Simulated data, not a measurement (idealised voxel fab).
process module | voxel spacer lines
cross-section cut | 215 nm wide | cells 5 nm
A cross-section is a grid of square cells, given in bands from the top down. A band is one or more rows of cells.
Each band's line starts with the height of the band's top and of its bottom, in nm. Then come its materials from left to right, each with its width in nm. One material with "throughout" fills the band from edge to edge. "air" is empty space.
Height 0 is the level under which the wafer as received is all one material. The lowest band goes on downwards, as in "0 down".
A width such as "30 to 40" changes by the same amount from each row of cells to the next, from the band's top row to its bottom row.
"no change" after a step means that no cell of the cross-section changed.
closed voids: empty space of 8 cells or more with no open way to the top, each as width x height at its distance from the left edge, in nm
after a step's settings: what the simulator itself notes on the step
overlay nm, on a step with a mask: how far to the right of its planned place the mask lay; to the left if negative
plan
1 op RECEIVE | material Si
2 op CONFORMAL_DEP | material Al2O3 | thk nm 10
3 op DIRECTIONAL_DEP | material SiN | thk nm 15
4 op DIRECTIONAL_DEP | material aC | thk nm 30
5 op PATTERN | tone cover | mask id MANDREL | material resist | width nm 15 | pitch nm 60 | thk nm 40 | overlay nm 0
6 op DIRECTIONAL_ETCH | etch materials aC | depth nm 30
7 op STRIP | etch materials resist
8 op CONFORMAL_DEP | material SiO2 | thk nm 15
9 op DIRECTIONAL_ETCH | etch materials SiO2 | depth nm 15
10 op STRIP | etch materials aC
11 op DIRECTIONAL_ETCH | etch materials SiN | depth nm 15
12 op STRIP | etch materials SiO2
as received, after step 1
  0 down: Si throughout
  closed voids: none
a wafer at the end: this start, this plan, one mistake
  40 to 25: air 55 | SiN 15 | air 15 | SiN 15 | air 15 | SiN 15 | air 15 | SiN 15 | air 55
  25 to 10: SiN throughout
  10 to 0: Al2O3 throughout
  0 down: Si throughout
  closed voids: none
what went wrong: step 3 was run twice
